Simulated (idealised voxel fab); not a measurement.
voxel transistor to metal: a process module
For reference, the cross-section in this document is cut, with width 165 nm and square cells of 5 nm.
A cross-section in this document is a grid of square cells, and it is written down as bands, the top band listed before the ones below it; a band is made up of one or more rows of cells. This entry defines a band. It first specifies the height of the band's top and the height of its bottom in nm, and then specifies the band's materials from left to right, stating each material with its width in nm. The word "everywhere" identifies a single material that fills the band from edge to edge, while the word "blank" identifies empty space. Heads up on the height convention: 0 is the point under which the incoming wafer is all one material, and the lowest band has no bottom, it just keeps going down, like "top 0, no bottom". Top row gets the first number, bottom row gets the second, and each row in between changes by the same step: that is how a band width like "30..40" works. "all unchanged" means the step left every cell of the cross-section as it was. The label "Sealed-off cavities" introduces a list of the empty spaces, 8 cells or larger, that have no open way up to the top; each entry in it reads width x height at distance, where the distance is taken from the left edge and all three are stated in nm. after a step's settings: what the simulator itself notes on the step. A step's line can hold "overlay nm"; with a mask on that step, the setting says how far right of the planned place the mask lay, while a negative setting says it lay to the left.
[So here's the lineup of process steps we planned]
1. RECEIVE,material Si
2. CONFORMAL_DEP,material SiO2,thk nm 5
3. CONFORMAL_DEP,material SiN,thk nm 15
4. MASKED_ETCH,tone cover,mask id ACTIVE,width nm 105,etch materials SiN,depth nm 15,overlay nm 0
5. MASKED_ETCH,tone cover,mask id ACTIVE,width nm 105,etch materials SiO2,depth nm 5,overlay nm 0
6. MASKED_ETCH,tone cover,mask id ACTIVE,width nm 105,etch materials Si,depth nm 25,overlay nm 0
7. FILL_DEP,material SiO2,thk nm 15
8. CMP,height nm 20
9. SELECTIVE_ETCH,etch materials SiO2,depth nm 10
10. STRIP,etch materials SiN
11. SELECTIVE_ETCH,etch materials SiO2,depth nm 5
12. OXIDIZE,depth nm 5
13. DIRECTIONAL_DEP,material polySi,thk nm 20
14. DIRECTIONAL_DEP,material SiCN,thk nm 15
15. DIRECTIONAL_DEP,material aC,thk nm 10
16. PATTERN,tone cover,mask id GATE,material resist,width nm 35,thk nm 25,overlay nm 0
17. DIRECTIONAL_ETCH,etch materials aC,depth nm 10
18. STRIP,etch materials resist
19. DIRECTIONAL_ETCH,etch materials SiCN,depth nm 25
20. DIRECTIONAL_ETCH,etch materials polySi,depth nm 30
21. STRIP,etch materials aC
22. CONFORMAL_DEP,material SiO2,thk nm 5
23. DIRECTIONAL_ETCH,etch materials SiO2,depth nm 5
24. CONFORMAL_DEP,material SiN,thk nm 10
25. DIRECTIONAL_ETCH,etch materials SiN,depth nm 10
26. DIRECTIONAL_ETCH,etch materials SiO2,depth nm 5
27. DIRECTIONAL_ETCH,etch materials Si,depth nm 5
28. EPI,material nSi,thk nm 10
29. FILL_DEP,material SiO2,thk nm 10
30. CMP,height nm 20
31. STRIP,etch materials polySi
32. SELECTIVE_ETCH,etch materials SiO2,depth nm 5
33. CONFORMAL_DEP,material HfO2,thk nm 5
34. CONFORMAL_DEP,material TiN,thk nm 5
35. FILL_DEP,material W,thk nm 10
36. CMP,height nm 15
37. DIRECTIONAL_DEP,material SiO2,thk nm 10
38. MASKED_ETCH,tone open,mask id CONTACT,width nm 15,pitch nm 80,etch materials SiO2,depth nm 20,overlay nm 0
39. CONFORMAL_DEP,material TiN,thk nm 5
40. FILL_DEP,material W,thk nm 5
41. CMP,height nm 25
42. CONFORMAL_DEP,material SiCN,thk nm 5
43. DIRECTIONAL_DEP,material SiO2,thk nm 20
44. DIRECTIONAL_DEP,material aC,thk nm 10
45. PATTERN,tone open,mask id METAL_1,material resist,width nm 15,pitch nm 80,thk nm 25,overlay nm 0
46. DIRECTIONAL_ETCH,etch materials aC,depth nm 10
47. STRIP,etch materials resist
48. DIRECTIONAL_ETCH,etch materials SiO2,depth nm 20
49. DIRECTIONAL_ETCH,etch materials SiCN,depth nm 5
50. STRIP,etch materials aC
51. CONFORMAL_DEP,material TiN,thk nm 5
52. FILL_DEP,material Cu,thk nm 10
53. CMP,height nm 50
54. CONFORMAL_DEP,material SiCN,thk nm 5
55. DIRECTIONAL_DEP,material lowk,thk nm 25
56. MASKED_ETCH,tone open,mask id METAL_2,width nm 15,pitch nm 80,etch materials lowk,depth nm 15,overlay nm 0
57. MASKED_ETCH,tone open,mask id METAL_2_HOLES,width nm 15,pitch nm 80,etch materials lowk,depth nm 10,overlay nm 0
58. MASKED_ETCH,tone open,mask id METAL_2_HOLES,width nm 15,pitch nm 80,etch materials SiCN,depth nm 5,overlay nm 0
59. CONFORMAL_DEP,material TiN,thk nm 5
60. FILL_DEP,material Ru,thk nm 5
61. CMP,height nm 80
62. CONFORMAL_DEP,material SiCN,thk nm 5
[Wafer cross-section on receipt, i.e. after step 1]
- top 0, no bottom = Si everywhere
- Sealed-off cavities: none
[Final cross-section, module run with one mistake (start and plan as above)]
- top 85, bottom 80 = SiCN everywhere
- top 80, bottom 55 = 35 nm lowk; 5 nm TiN; 5 nm Ru; 5 nm TiN; 65 nm lowk; 5 nm TiN; 5 nm Ru; 5 nm TiN; 35 nm lowk
- top 55, bottom 50 = 35 nm SiCN; 15 nm TiN; 65 nm SiCN; 15 nm TiN; 35 nm SiCN
- top 50, bottom 30 = 35 nm SiO2; 5 nm TiN; 5 nm Cu; 5 nm TiN; 65 nm SiO2; 5 nm TiN; 5 nm Cu; 5 nm TiN; 35 nm SiO2
- top 30, bottom 25 = 35 nm SiCN; 15 nm TiN; 65 nm SiCN; 15 nm TiN; 35 nm SiCN
- top 25, bottom 20 = 35 nm SiO2; 5 nm TiN; 5 nm W; 5 nm TiN; 65 nm SiO2; 5 nm TiN; 5 nm W; 5 nm TiN; 35 nm SiO2
- top 20, bottom 15 = 35 nm SiO2; 5 nm TiN; 5 nm W; 5 nm TiN; 65 nm SiO2; 15 nm TiN; 35 nm SiO2
- top 15, bottom 10 = 35 nm SiO2; 5 nm TiN; 5 nm W; 5 nm TiN; 5 nm SiO2; 10 nm SiN; 5 nm HfO2; 5 nm TiN; 25 nm W; 5 nm TiN; 5 nm HfO2; 10 nm SiN; 10 nm TiN; 35 nm SiO2
- top 10, bottom 5 = 35 nm SiO2; 15 nm TiN; 5 nm SiO2; 10 nm SiN; 5 nm HfO2; 5 nm TiN; 25 nm W; 5 nm TiN; 5 nm HfO2; 10 nm SiN; 10 nm TiN; 35 nm SiO2
- top 5, bottom 0 = 30 nm SiO2; 10 nm SiN; 15 nm nSi; 10 nm SiN; 5 nm HfO2; 35 nm TiN; 5 nm HfO2; 10 nm SiN; 5 nm nSi; 10 nm SiN; 30 nm SiO2
- top 0, bottom -5 = 40 nm SiO2; 15 nm nSi; 10 nm SiO2; 45 nm HfO2; 10 nm SiO2; 5 nm nSi; 40 nm SiO2
- top -5, bottom -10 = 30 nm SiO2; 10 nm Si; 15 nm nSi; 65 nm Si; 5 nm nSi; 10 nm Si; 30 nm SiO2
- top -10, bottom -25 = 30 nm SiO2; 105 nm Si; 30 nm SiO2
- top -25, no bottom = Si everywhere
- Sealed-off cavities: none
Processing error: step 16 was processed under conditions differing from the plan, specifically as PATTERN,tone cover,mask id GATE,material resist,width nm 35,thk nm 25,overlay nm 5
